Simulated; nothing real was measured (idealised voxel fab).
process module | voxel lift off
cross-section cut | 210 nm wide | cells 5 nm
A cross-section is a grid of square cells, given in bands from the top down. A band is one or more rows of cells.
Each band's line starts with the height of the band's top and of its bottom, in nm. Then come its materials from left to right, each with its width in nm. One material with "throughout" fills the band from edge to edge. "air" is empty space.
Height 0 is the level under which the wafer as received is all one material. The lowest band goes on downwards, as in "0 down".
A width such as "30 to 40" changes by the same amount from each row of cells to the next, from the band's top row to its bottom row.
"no change" after a step means that no cell of the cross-section changed.
closed voids: empty space of 8 cells or more with no open way to the top, each as width x height at its distance from the left edge, in nm
after a step's settings: what the simulator itself notes on the step
overlay nm, on a step with a mask: how far to the right of its planned place the mask lay; to the left if negative
plan
1 op RECEIVE | material Si
2 op CONFORMAL_DEP | material SiO2 | thk nm 5
3 op PATTERN | tone open | mask id LINES | material resist | width nm 20 | pitch nm 35 | thk nm 20 | overlay nm 0
4 op DIRECTIONAL_DEP | material Ru | thk nm 5
5 op STRIP | etch materials resist
6 op CONFORMAL_DEP | material SiCN | thk nm 10
varied across the wafers: thk nm of step 4. The plan shows the first wafer's value. All wafers start alike
first wafer as received, after step 1
  0 down: Si throughout
  closed voids: none
each wafer at the end: cells of each material gained (+) or lost (-) since it was received, then its closed voids
thk nm 5 | +12 Ru | +94 SiCN | +42 SiO2 | closed voids: none
thk nm 10 | +24 Ru | +104 SiCN | +42 SiO2 | closed voids: none
thk nm 15 | +36 Ru | +114 SiCN | +42 SiO2 | closed voids: none
